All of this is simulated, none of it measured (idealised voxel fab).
Process module name: voxel air gaps
Cross-section cut: width 270 nm, square cells of 5 nm.
Heads up, the way a cross-section reads in here is a grid of square cells, handed over as bands from the top down, with every band being one or more rows of cells.
Each band's line starts with the height of the band's top and of its bottom, in nm. Then come its materials from left to right, each with its width in nm. One material with "throughout" fills the band from edge to edge. "air" is empty space.
Zero point of the height axis is 0; under it, received wafer = one material. Lowest band: continues down indefinitely, "0 nm and below".
Note: "30..40" means the width goes from the first number (top row of the band) to the second number (bottom row) in equal steps per row of cells.
"remained unchanged", as given for a step, is the statement that not any cell of the cross-section underwent a change during that step.
Reported under the label "Fully sealed cavities" are the empty spaces having no open way to the top and comprising 8 cells or more; the notation for each is width x height at distance, in which the distance is measured from the left edge and all three values are in nm.
Past the settings on a step's line: simulator remark, on that step.
Among the settings permitted on a step's line is "overlay nm"; applied to a step with a mask, it specifies the extent to which the mask lay to the right of its planned position, whereas a negative figure signifies a position to the left.

# These are the steps we planned for the process
1 RECEIVE: material Si
2 CONFORMAL_DEP: material SiO2, thk nm 10
3 CONFORMAL_DEP: material SiCN, thk nm 5
4 DIRECTIONAL_DEP: material SiO2, thk nm 40
5 PATTERN: tone open, mask id LINES, material resist, width nm 25, pitch nm 55, thk nm 15, overlay nm -15
6 DIRECTIONAL_ETCH: etch materials SiO2, depth nm 40
7 STRIP: etch materials resist
8 CONFORMAL_DEP: material TiN, thk nm 5
9 FILL_DEP: material Ru, thk nm 5
10 CMP: height nm 55
11 EPI: material Ru, thk nm 10
12 SELECTIVE_ETCH: etch materials SiO2, depth nm 50
13 CONFORMAL_DEP: material SiCN, thk nm 5
The value of overlay nm given for step 5 in the plan refers to the first wafer; the wafers vary in this setting and are alike at the start.

# Cross-section: the first of several wafers in its as-received state, i.e. following step 1
0 nm and below: Si throughout
Fully sealed cavities: none

# Here is the cross-section of the first of several wafers at the end of the module, after its last step, step 13
70 nm to 65 nm: 35 nm air; 165 nm SiCN; 70 nm air
65 nm to 55 nm: 35 nm air; 5 nm SiCN; 45 nm Ru; 10 nm SiCN; 45 nm Ru; 10 nm SiCN; 45 nm Ru; 5 nm SiCN; 70 nm air
55 nm to 50 nm: 35 nm air; 15 nm SiCN; 5 nm TiN; 15 nm Ru; 5 nm TiN; 30 nm SiCN; 5 nm TiN; 15 nm Ru; 5 nm TiN; 30 nm SiCN; 5 nm TiN; 15 nm Ru; 5 nm TiN; 15 nm SiCN; 70 nm air
50 nm to 20 nm: 45 nm air; 5 nm SiCN; 5 nm TiN; 15 nm Ru; 5 nm TiN; 5 nm SiCN; 20 nm air; 5 nm SiCN; 5 nm TiN; 15 nm Ru; 5 nm TiN; 5 nm SiCN; 20 nm air; 5 nm SiCN; 5 nm TiN; 15 nm Ru; 5 nm TiN; 5 nm SiCN; 80 nm air
20 nm to 15 nm: 50 nm SiCN; 25 nm TiN; 30 nm SiCN; 25 nm TiN; 30 nm SiCN; 25 nm TiN; 85 nm SiCN
15 nm to 10 nm: SiCN throughout
10 nm to 0 nm: SiO2 throughout
0 nm and below: Si throughout
Fully sealed cavities: 20 x 30 at 80; 20 x 30 at 135

# Cross-sectional depiction of the last of several wafers upon completion of the module
70 nm to 65 nm: 65 nm air; 165 nm SiCN; 40 nm air
65 nm to 55 nm: 65 nm air; 5 nm SiCN; 45 nm Ru; 10 nm SiCN; 45 nm Ru; 10 nm SiCN; 45 nm Ru; 5 nm SiCN; 40 nm air
55 nm to 50 nm: 65 nm air; 15 nm SiCN; 5 nm TiN; 15 nm Ru; 5 nm TiN; 30 nm SiCN; 5 nm TiN; 15 nm Ru; 5 nm TiN; 30 nm SiCN; 5 nm TiN; 15 nm Ru; 5 nm TiN; 15 nm SiCN; 40 nm air
50 nm to 20 nm: 75 nm air; 5 nm SiCN; 5 nm TiN; 15 nm Ru; 5 nm TiN; 5 nm SiCN; 20 nm air; 5 nm SiCN; 5 nm TiN; 15 nm Ru; 5 nm TiN; 5 nm SiCN; 20 nm air; 5 nm SiCN; 5 nm TiN; 15 nm Ru; 5 nm TiN; 5 nm SiCN; 50 nm air
20 nm to 15 nm: 80 nm SiCN; 25 nm TiN; 30 nm SiCN; 25 nm TiN; 30 nm SiCN; 25 nm TiN; 55 nm SiCN
15 nm to 10 nm: SiCN throughout
10 nm to 0 nm: SiO2 throughout
0 nm and below: Si throughout
Fully sealed cavities: 20 x 30 at 110; 20 x 30 at 165

# Take any row and you have a wafer at the end of the module: how many cells of each material it has gained (+) or lost (-) since it was received, and then its closed voids
overlay nm -15, +117 Ru, +192 SiCN, +108 SiO2, +57 TiN, Fully sealed cavities: 20 x 30 at 80; 20 x 30 at 135
overlay nm -10, +117 Ru, +192 SiCN, +108 SiO2, +57 TiN, Fully sealed cavities: 20 x 30 at 85; 20 x 30 at 140
overlay nm -5, +117 Ru, +192 SiCN, +108 SiO2, +57 TiN, Fully sealed cavities: 20 x 30 at 90; 20 x 30 at 145
overlay nm 0, +117 Ru, +192 SiCN, +108 SiO2, +57 TiN, Fully sealed cavities: 20 x 30 at 95; 20 x 30 at 150
overlay nm 5, +117 Ru, +192 SiCN, +108 SiO2, +57 TiN, Fully sealed cavities: 20 x 30 at 100; 20 x 30 at 155
overlay nm 10, +117 Ru, +192 SiCN, +108 SiO2, +57 TiN, Fully sealed cavities: 20 x 30 at 105; 20 x 30 at 160
overlay nm 15, +117 Ru, +192 SiCN, +108 SiO2, +57 TiN, Fully sealed cavities: 20 x 30 at 110; 20 x 30 at 165
